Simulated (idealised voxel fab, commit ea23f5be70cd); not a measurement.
process module | voxel self aligned contacts
cross-section cut | 235 nm wide | cells 5 nm
A cross-section is a grid of square cells, given in bands from the top down. A band is one or more rows of cells.
Each band's line starts with the height of the band's top and of its bottom, in nm. Then come its materials from left to right, each with its width in nm. One material with "throughout" fills the band from edge to edge. "air" is empty space.
Height 0 is the level under which the wafer as received is all one material. The lowest band goes on downwards, as in "0 down".
A width such as "30 to 40" changes by the same amount from each row of cells to the next, from the band's top row to its bottom row.
"no change" after a step means that no cell of the cross-section changed.
closed voids: empty space of 8 cells or more with no open way to the top, each as width x height at its distance from the left edge, in nm
after a step's settings: what the simulator itself notes on the step
overlay nm, on a step with a mask: how far to the right of its planned place the mask lay; to the left if negative
Each pair below shows a cross-section before one step and the cross-section after it, down to the lowest band that changed. The line under each pair gives the step between them, with its settings. The pairs can come from different runs of this module on the same starting wafer, so a pair continues from the pair above only where its "before" says so.
before
  105 to 70: resist 70 | air 35 | resist 25 | air 35 | resist 70
  70 to 55: aC throughout
  55 to 50: SiO2 throughout
  50 to 30: SiO2 35 | SiN 45 | SiO2 15 | SiN 45 | SiO2 15 | SiN 45 | SiO2 35
  30 to 5: SiO2 35 | SiN 5 | polySi 35 | SiN 5 | SiO2 15 | SiN 5 | polySi 35 | SiN 5 | SiO2 15 | SiN 5 | polySi 35 | SiN 5 | SiO2 35
  5 to 0: SiO2 throughout
  0 down: Si throughout
  closed voids: none
after
  90 to 70: resist 70 | air 35 | resist 25 | air 35 | resist 70
  70 to 55: aC 70 | air 35 | aC 25 | air 35 | aC 70
  below 55: unchanged
  closed voids: none
the step between: op DIRECTIONAL_ETCH | etch materials aC | depth nm 15
before: the cross-section after the pair above
after
  70 to 55: aC 70 | air 35 | aC 25 | air 35 | aC 70
  below 55: unchanged
  closed voids: none
the step between: op STRIP | etch materials resist
before: the cross-section after the pair above
after
  70 to 55: aC 70 | air 35 | aC 25 | air 35 | aC 70
  55 to 50: SiO2 70 | air 35 | SiO2 25 | air 35 | SiO2 70
  50 to 30: SiO2 35 | SiN 45 | air 15 | SiN 45 | air 15 | SiN 45 | SiO2 35
  30 to 5: SiO2 35 | SiN 5 | polySi 35 | SiN 5 | air 15 | SiN 5 | polySi 35 | SiN 5 | air 15 | SiN 5 | polySi 35 | SiN 5 | SiO2 35
  5 to 0: SiO2 80 | air 15 | SiO2 45 | air 15 | SiO2 80
  below 0: unchanged
  closed voids: none
the step between: op DIRECTIONAL_ETCH | etch materials SiO2 | depth nm 55
before: the cross-section after the pair above
after
  55 to 50: SiO2 70 | air 35 | SiO2 25 | air 35 | SiO2 70
  below 50: unchanged
  closed voids: none
the step between: op STRIP | etch materials aC
before: the cross-section after the pair above
after
  60 to 55: TiN 75 | air 25 | TiN 35 | air 25 | TiN 75
  55 to 50: SiO2 70 | TiN 15 | air 5 | TiN 15 | SiO2 25 | TiN 15 | air 5 | TiN 15 | SiO2 70
  50 to 30: SiO2 35 | SiN 45 | TiN 5 | air 5 | TiN 5 | SiN 45 | TiN 5 | air 5 | TiN 5 | SiN 45 | SiO2 35
  30 to 5: SiO2 35 | SiN 5 | polySi 35 | SiN 5 | TiN 5 | air 5 | TiN 5 | SiN 5 | polySi 35 | SiN 5 | TiN 5 | air 5 | TiN 5 | SiN 5 | polySi 35 | SiN 5 | SiO2 35
  5 to 0: SiO2 80 | TiN 15 | SiO2 45 | TiN 15 | SiO2 80
  below 0: unchanged
  closed voids: none
the step between: op CONFORMAL_DEP | material TiN | thk nm 5
before: the cross-section after the pair above
after
  70 to 60: W throughout
  60 to 55: TiN 75 | W 25 | TiN 35 | W 25 | TiN 75
  55 to 50: SiO2 70 | TiN 15 | W 5 | TiN 15 | SiO2 25 | TiN 15 | W 5 | TiN 15 | SiO2 70
  50 to 30: SiO2 35 | SiN 45 | TiN 5 | W 5 | TiN 5 | SiN 45 | TiN 5 | W 5 | TiN 5 | SiN 45 | SiO2 35
  30 to 5: SiO2 35 | SiN 5 | polySi 35 | SiN 5 | TiN 5 | W 5 | TiN 5 | SiN 5 | polySi 35 | SiN 5 | TiN 5 | W 5 | TiN 5 | SiN 5 | polySi 35 | SiN 5 | SiO2 35
  below 5: unchanged
  closed voids: none
the step between: op FILL_DEP | material W | thk nm 10
before: the cross-section after the pair above
after
  55 to 50: SiO2 70 | TiN 15 | W 5 | TiN 15 | SiO2 25 | TiN 15 | W 5 | TiN 15 | SiO2 70
  below 50: unchanged
  closed voids: none
the step between: op CMP | height nm 55
before: the cross-section after the pair above
after
  60 to 55: SiN throughout
  below 55: unchanged
  closed voids: none
the step between: op CONFORMAL_DEP | material SiN | thk nm 5
before
  60 to 50: aC throughout
  50 to 30: SiN throughout
  30 to 5: polySi throughout
  5 to 0: SiO2 throughout
  0 down: Si throughout
  closed voids: none
after
  90 to 60: air 50 | resist 35 | air 25 | resist 35 | air 25 | resist 35 | air 30
  below 60: unchanged
  closed voids: none
the step between: op PATTERN | tone cover | mask id GATE | material resist | width nm 35 | pitch nm 60 | thk nm 30 | overlay nm 10
before: the cross-section after the pair above
after
  80 to 60: air 50 | resist 35 | air 25 | resist 35 | air 25 | resist 35 | air 30
  60 to 50: air 50 | aC 35 | air 25 | aC 35 | air 25 | aC 35 | air 30
  below 50: unchanged
  closed voids: none
the step between: op DIRECTIONAL_ETCH | etch materials aC | depth nm 10
before: the cross-section after the pair above
after
  60 to 50: air 50 | aC 35 | air 25 | aC 35 | air 25 | aC 35 | air 30
  below 50: unchanged
  closed voids: none
the step between: op STRIP | etch materials resist
before: the cross-section after the pair above
after
  60 to 50: air 50 | aC 35 | air 25 | aC 35 | air 25 | aC 35 | air 30
  50 to 30: air 50 | SiN 35 | air 25 | SiN 35 | air 25 | SiN 35 | air 30
  below 30: unchanged
  closed voids: none
the step between: op DIRECTIONAL_ETCH | etch materials SiN | depth nm 20
before: the cross-section after the pair above
after
  60 to 50: air 50 | aC 35 | air 25 | aC 35 | air 25 | aC 35 | air 30
  50 to 30: air 50 | SiN 35 | air 25 | SiN 35 | air 25 | SiN 35 | air 30
  30 to 5: air 50 | polySi 35 | air 25 | polySi 35 | air 25 | polySi 35 | air 30
  below 5: unchanged
  closed voids: none
the step between: op DIRECTIONAL_ETCH | etch materials polySi | depth nm 25
before: the cross-section after the pair above
after
  50 to 30: air 50 | SiN 35 | air 25 | SiN 35 | air 25 | SiN 35 | air 30
  below 30: unchanged
  closed voids: none
the step between: op STRIP | etch materials aC
before: the cross-section after the pair above
after
  55 to 30: air 45 | SiN 45 | air 15 | SiN 45 | air 15 | SiN 45 | air 25
  30 to 10: air 45 | SiN 5 | polySi 35 | SiN 5 | air 15 | SiN 5 | polySi 35 | SiN 5 | air 15 | SiN 5 | polySi 35 | SiN 5 | air 25
  10 to 5: SiN 50 | polySi 35 | SiN 25 | polySi 35 | SiN 25 | polySi 35 | SiN 30
  below 5: unchanged
  closed voids: none
the step between: op CONFORMAL_DEP | material SiN | thk nm 5
before: the cross-section after the pair above
after
  50 to 30: air 45 | SiN 45 | air 15 | SiN 45 | air 15 | SiN 45 | air 25
  30 to 5: air 45 | SiN 5 | polySi 35 | SiN 5 | air 15 | SiN 5 | polySi 35 | SiN 5 | air 15 | SiN 5 | polySi 35 | SiN 5 | air 25
  below 5: unchanged
  closed voids: none
the step between: op DIRECTIONAL_ETCH | etch materials SiN | depth nm 5
before: the cross-section after the pair above
after
  65 to 50: SiO2 throughout
  50 to 30: SiO2 45 | SiN 45 | SiO2 15 | SiN 45 | SiO2 15 | SiN 45 | SiO2 25
  30 to 5: SiO2 45 | SiN 5 | polySi 35 | SiN 5 | SiO2 15 | SiN 5 | polySi 35 | SiN 5 | SiO2 15 | SiN 5 | polySi 35 | SiN 5 | SiO2 25
  below 5: unchanged
  closed voids: none
the step between: op FILL_DEP | material SiO2 | thk nm 15
before: the cross-section after the pair above
after
  55 to 50: SiO2 throughout
  below 50: unchanged
  closed voids: none
the step between: op CMP | height nm 55
before: the cross-section after the pair above
after
  70 to 55: aC throughout
  below 55: unchanged
  closed voids: none
the step between: op DIRECTIONAL_DEP | material aC | thk nm 15
before: the cross-section after the pair above
after
  105 to 70: resist 65 | air 45 | resist 15 | air 45 | resist 65
  below 70: unchanged
  closed voids: none
the step between: op PATTERN | tone open | mask id CONTACT | material resist | width nm 45 | pitch nm 60 | thk nm 35 | overlay nm 0
before: the cross-section after the pair above
after
  90 to 70: resist 65 | air 45 | resist 15 | air 45 | resist 65
  70 to 55: aC 65 | air 45 | aC 15 | air 45 | aC 65
  below 55: unchanged
  closed voids: none
the step between: op DIRECTIONAL_ETCH | etch materials aC | depth nm 15
before: the cross-section after the pair above
after
  70 to 55: aC 65 | air 45 | aC 15 | air 45 | aC 65
  below 55: unchanged
  closed voids: none
the step between: op STRIP | etch materials resist
before: the cross-section after the pair above
after
  70 to 55: aC 65 | air 45 | aC 15 | air 45 | aC 65
  55 to 50: SiO2 65 | air 45 | SiO2 15 | air 45 | SiO2 65
  50 to 30: SiO2 45 | SiN 45 | air 15 | SiN 45 | air 15 | SiN 45 | SiO2 25
  30 to 5: SiO2 45 | SiN 5 | polySi 35 | SiN 5 | air 15 | SiN 5 | polySi 35 | SiN 5 | air 15 | SiN 5 | polySi 35 | SiN 5 | SiO2 25
  5 to 0: SiO2 90 | air 15 | SiO2 45 | air 15 | SiO2 70
  below 0: unchanged
  closed voids: none
the step between: op DIRECTIONAL_ETCH | etch materials SiO2 | depth nm 55
before: the cross-section after the pair above
after
  55 to 50: SiO2 65 | air 45 | SiO2 15 | air 45 | SiO2 65
  below 50: unchanged
  closed voids: none
the step between: op STRIP | etch materials aC
before: the cross-section after the pair above
after
  60 to 55: TiN 70 | air 35 | TiN 25 | air 35 | TiN 70
  55 to 50: SiO2 65 | TiN 30 | air 5 | TiN 10 | SiO2 15 | TiN 30 | air 5 | TiN 10 | SiO2 65
  50 to 30: SiO2 45 | SiN 45 | TiN 5 | air 5 | TiN 5 | SiN 45 | TiN 5 | air 5 | TiN 5 | SiN 45 | SiO2 25
  30 to 5: SiO2 45 | SiN 5 | polySi 35 | SiN 5 | TiN 5 | air 5 | TiN 5 | SiN 5 | polySi 35 | SiN 5 | TiN 5 | air 5 | TiN 5 | SiN 5 | polySi 35 | SiN 5 | SiO2 25
  5 to 0: SiO2 90 | TiN 15 | SiO2 45 | TiN 15 | SiO2 70
  below 0: unchanged
  closed voids: none
the step between: op CONFORMAL_DEP | material TiN | thk nm 5
before: the cross-section after the pair above
after
  70 to 60: W throughout
  60 to 55: TiN 70 | W 35 | TiN 25 | W 35 | TiN 70
  55 to 50: SiO2 65 | TiN 30 | W 5 | TiN 10 | SiO2 15 | TiN 30 | W 5 | TiN 10 | SiO2 65
  50 to 30: SiO2 45 | SiN 45 | TiN 5 | W 5 | TiN 5 | SiN 45 | TiN 5 | W 5 | TiN 5 | SiN 45 | SiO2 25
  30 to 5: SiO2 45 | SiN 5 | polySi 35 | SiN 5 | TiN 5 | W 5 | TiN 5 | SiN 5 | polySi 35 | SiN 5 | TiN 5 | W 5 | TiN 5 | SiN 5 | polySi 35 | SiN 5 | SiO2 25
  below 5: unchanged
  closed voids: none
the step between: op FILL_DEP | material W | thk nm 10
before: the cross-section after the pair above
after
  55 to 50: SiO2 65 | TiN 30 | W 5 | TiN 10 | SiO2 15 | TiN 30 | W 5 | TiN 10 | SiO2 65
  below 50: unchanged
  closed voids: none
the step between: op CMP | height nm 55
before: the cross-section after the pair above
after
  60 to 55: SiN throughout
  below 55: unchanged
  closed voids: none
the step between: op CONFORMAL_DEP | material SiN | thk nm 5
before
  55 to 50: SiO2 65 | TiN 20 | W 5 | TiN 20 | SiO2 15 | TiN 20 | W 5 | TiN 20 | SiO2 65
  50 to 30: SiO2 35 | SiN 45 | TiN 5 | W 5 | TiN 5 | SiN 45 | TiN 5 | W 5 | TiN 5 | SiN 45 | SiO2 35
  30 to 5: SiO2 35 | SiN 5 | polySi 35 | SiN 5 | TiN 5 | W 5 | TiN 5 | SiN 5 | polySi 35 | SiN 5 | TiN 5 | W 5 | TiN 5 | SiN 5 | polySi 35 | SiN 5 | SiO2 35
  5 to 0: SiO2 80 | TiN 15 | SiO2 45 | TiN 15 | SiO2 80
  0 down: Si throughout
  closed voids: none
after
  60 to 55: aC throughout
  below 55: unchanged
  closed voids: none
the step between: op CONFORMAL_DEP | material aC | thk nm 5
before
  60 to 50: aC throughout
  50 to 30: SiN throughout
  30 to 5: polySi throughout
  5 to 0: SiO2 throughout
  0 down: Si throughout
  closed voids: none
after
  90 to 60: resist 40 | air 35 | resist 25 | air 35 | resist 25 | air 35 | resist 40
  below 60: unchanged
  closed voids: none
the step between: op PATTERN | tone open | mask id GATE | material resist | width nm 35 | pitch nm 60 | thk nm 30 | overlay nm 0
before: the cross-section after the pair above
after
  80 to 60: resist 40 | air 35 | resist 25 | air 35 | resist 25 | air 35 | resist 40
  60 to 50: aC 40 | air 35 | aC 25 | air 35 | aC 25 | air 35 | aC 40
  below 50: unchanged
  closed voids: none
the step between: op DIRECTIONAL_ETCH | etch materials aC | depth nm 10
before: the cross-section after the pair above
after
  60 to 50: aC 40 | air 35 | aC 25 | air 35 | aC 25 | air 35 | aC 40
  below 50: unchanged
  closed voids: none
the step between: op STRIP | etch materials resist
before: the cross-section after the pair above
after
  60 to 50: aC 40 | air 35 | aC 25 | air 35 | aC 25 | air 35 | aC 40
  50 to 30: SiN 40 | air 35 | SiN 25 | air 35 | SiN 25 | air 35 | SiN 40
  below 30: unchanged
  closed voids: none
the step between: op DIRECTIONAL_ETCH | etch materials SiN | depth nm 20
before: the cross-section after the pair above
after
  60 to 50: aC 40 | air 35 | aC 25 | air 35 | aC 25 | air 35 | aC 40
  50 to 30: SiN 40 | air 35 | SiN 25 | air 35 | SiN 25 | air 35 | SiN 40
  30 to 5: polySi 40 | air 35 | polySi 25 | air 35 | polySi 25 | air 35 | polySi 40
  below 5: unchanged
  closed voids: none
the step between: op DIRECTIONAL_ETCH | etch materials polySi | depth nm 25
before: the cross-section after the pair above
after
  50 to 30: SiN 40 | air 35 | SiN 25 | air 35 | SiN 25 | air 35 | SiN 40
  below 30: unchanged
  closed voids: none
the step between: op STRIP | etch materials aC
before: the cross-section after the pair above
after
  55 to 30: SiN 45 | air 25 | SiN 35 | air 25 | SiN 35 | air 25 | SiN 45
  30 to 10: polySi 40 | SiN 5 | air 25 | SiN 5 | polySi 25 | SiN 5 | air 25 | SiN 5 | polySi 25 | SiN 5 | air 25 | SiN 5 | polySi 40
  10 to 5: polySi 40 | SiN 35 | polySi 25 | SiN 35 | polySi 25 | SiN 35 | polySi 40
  below 5: unchanged
  closed voids: none
the step between: op CONFORMAL_DEP | material SiN | thk nm 5
before: the cross-section after the pair above
after
  50 to 30: SiN 45 | air 25 | SiN 35 | air 25 | SiN 35 | air 25 | SiN 45
  30 to 5: polySi 40 | SiN 5 | air 25 | SiN 5 | polySi 25 | SiN 5 | air 25 | SiN 5 | polySi 25 | SiN 5 | air 25 | SiN 5 | polySi 40
  below 5: unchanged
  closed voids: none
the step between: op DIRECTIONAL_ETCH | etch materials SiN | depth nm 5
before: the cross-section after the pair above
after
  65 to 50: SiO2 throughout
  50 to 30: SiN 45 | SiO2 25 | SiN 35 | SiO2 25 | SiN 35 | SiO2 25 | SiN 45
  30 to 5: polySi 40 | SiN 5 | SiO2 25 | SiN 5 | polySi 25 | SiN 5 | SiO2 25 | SiN 5 | polySi 25 | SiN 5 | SiO2 25 | SiN 5 | polySi 40
  below 5: unchanged
  closed voids: none
the step between: op FILL_DEP | material SiO2 | thk nm 15
before: the cross-section after the pair above
after
  55 to 50: SiO2 throughout
  below 50: unchanged
  closed voids: none
the step between: op CMP | height nm 55
before: the cross-section after the pair above
after
  70 to 55: aC throughout
  below 55: unchanged
  closed voids: none
the step between: op DIRECTIONAL_DEP | material aC | thk nm 15
before: the cross-section after the pair above
after
  105 to 70: resist 65 | air 45 | resist 15 | air 45 | resist 65
  below 70: unchanged
  closed voids: none
the step between: op PATTERN | tone open | mask id CONTACT | material resist | width nm 45 | pitch nm 60 | thk nm 35 | overlay nm 0
before: the cross-section after the pair above
after
  90 to 70: resist 65 | air 45 | resist 15 | air 45 | resist 65
  70 to 55: aC 65 | air 45 | aC 15 | air 45 | aC 65
  below 55: unchanged
  closed voids: none
the step between: op DIRECTIONAL_ETCH | etch materials aC | depth nm 15
before: the cross-section after the pair above
after
  70 to 55: aC 65 | air 45 | aC 15 | air 45 | aC 65
  below 55: unchanged
  closed voids: none
the step between: op STRIP | etch materials resist
before: the cross-section after the pair above
after
  70 to 55: aC 65 | air 45 | aC 15 | air 45 | aC 65
  55 to 50: SiO2 65 | air 45 | SiO2 15 | air 45 | SiO2 65
  50 to 30: SiN 45 | SiO2 20 | air 5 | SiN 35 | air 5 | SiO2 15 | air 5 | SiN 35 | air 5 | SiO2 20 | SiN 45
  30 to 5: polySi 40 | SiN 5 | SiO2 20 | air 5 | SiN 5 | polySi 25 | SiN 5 | air 5 | SiO2 15 | air 5 | SiN 5 | polySi 25 | SiN 5 | air 5 | SiO2 20 | SiN 5 | polySi 40
  5 to 0: SiO2 65 | air 5 | SiO2 35 | air 5 | SiO2 15 | air 5 | SiO2 35 | air 5 | SiO2 65
  below 0: unchanged
  closed voids: none
the step between: op DIRECTIONAL_ETCH | etch materials SiO2 | depth nm 55
before: the cross-section after the pair above
after
  55 to 50: SiO2 65 | air 45 | SiO2 15 | air 45 | SiO2 65
  below 50: unchanged
  closed voids: none
the step between: op STRIP | etch materials aC
before: the cross-section after the pair above
after
  60 to 55: TiN 70 | air 35 | TiN 25 | air 35 | TiN 70
  55 to 50: SiO2 65 | TiN 45 | SiO2 15 | TiN 45 | SiO2 65
  50 to 30: SiN 45 | SiO2 20 | TiN 5 | SiN 35 | TiN 5 | SiO2 15 | TiN 5 | SiN 35 | TiN 5 | SiO2 20 | SiN 45
  30 to 5: polySi 40 | SiN 5 | SiO2 20 | TiN 5 | SiN 5 | polySi 25 | SiN 5 | TiN 5 | SiO2 15 | TiN 5 | SiN 5 | polySi 25 | SiN 5 | TiN 5 | SiO2 20 | SiN 5 | polySi 40
  5 to 0: SiO2 65 | TiN 5 | SiO2 35 | TiN 5 | SiO2 15 | TiN 5 | SiO2 35 | TiN 5 | SiO2 65
  below 0: unchanged
  closed voids: none
the step between: op CONFORMAL_DEP | material TiN | thk nm 5
before: the cross-section after the pair above
after
  70 to 60: W throughout
  60 to 55: TiN 70 | W 35 | TiN 25 | W 35 | TiN 70
  below 55: unchanged
  closed voids: none
the step between: op FILL_DEP | material W | thk nm 10
before: the cross-section after the pair above
after
  55 to 50: SiO2 65 | TiN 45 | SiO2 15 | TiN 45 | SiO2 65
  below 50: unchanged
  closed voids: none
the step between: op CMP | height nm 55
before: the cross-section after the pair above
after
  60 to 55: SiN throughout
  below 55: unchanged
  closed voids: none
the step between: op CONFORMAL_DEP | material SiN | thk nm 5
